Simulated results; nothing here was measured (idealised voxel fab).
process module | voxel air gaps
cross-section cut | 270 nm wide | cells 5 nm
A cross-section is a grid of square cells, given in bands from the top down. A band is one or more rows of cells.
Each band's line starts with the height of the band's top and of its bottom, in nm. Then come its materials from left to right, each with its width in nm. One material with "throughout" fills the band from edge to edge. "air" is empty space.
Height 0 is the level under which the wafer as received is all one material. The lowest band goes on downwards, as in "0 down".
A width such as "30 to 40" changes by the same amount from each row of cells to the next, from the band's top row to its bottom row.
"no change" after a step means that no cell of the cross-section changed.
closed voids: empty space of 8 cells or more with no open way to the top, each as width x height at its distance from the left edge, in nm
after a step's settings: what the simulator itself notes on the step
overlay nm, on a step with a mask: how far to the right of its planned place the mask lay; to the left if negative
plan
1 op RECEIVE | material Si
2 op CONFORMAL_DEP | material SiO2 | thk nm 10
3 op CONFORMAL_DEP | material SiN | thk nm 5
4 op DIRECTIONAL_DEP | material lowk | thk nm 30
5 op PATTERN | tone open | mask id LINES | material resist | width nm 20 | pitch nm 45 | thk nm 20 | overlay nm 0
6 op DIRECTIONAL_ETCH | etch materials lowk | depth nm 30
7 op STRIP | etch materials resist
8 op CONFORMAL_DEP | material TiN | thk nm 5
9 op FILL_DEP | material Ru | thk nm 10
10 op CMP | height nm 45
11 op EPI | material Ru | thk nm 10
12 op SELECTIVE_ETCH | etch materials lowk | depth nm 40
13 op CONFORMAL_DEP | material SiCN | thk nm 5
as received, after step 1
  0 down: Si throughout
  closed voids: none
a wafer at the end: this start, this plan, one mistake
  60 to 55: air 55 | SiCN 140 | air 75
  55 to 45: air 55 | SiCN 5 | Ru 40 | SiCN 5 | Ru 40 | SiCN 5 | Ru 40 | SiCN 5 | air 75
  45 to 40: air 55 | SiCN 15 | TiN 5 | Ru 10 | TiN 5 | SiCN 25 | TiN 5 | Ru 10 | TiN 5 | SiCN 25 | TiN 5 | Ru 10 | TiN 5 | SiCN 15 | air 75
  40 to 20: air 65 | SiCN 5 | TiN 5 | Ru 10 | TiN 5 | SiCN 5 | air 15 | SiCN 5 | TiN 5 | Ru 10 | TiN 5 | SiCN 5 | air 15 | SiCN 5 | TiN 5 | Ru 10 | TiN 5 | SiCN 5 | air 85
  20 to 15: SiCN 70 | TiN 20 | SiCN 25 | TiN 20 | SiCN 25 | TiN 20 | SiCN 90
  15 to 10: SiN throughout
  10 to 0: SiO2 throughout
  0 down: Si throughout
  closed voids: 15 x 20 at 95; 15 x 20 at 140
what went wrong: step 5 ran as: op PATTERN | tone open | mask id LINES | material resist | width nm 20 | pitch nm 45 | thk nm 20 | overlay nm -10
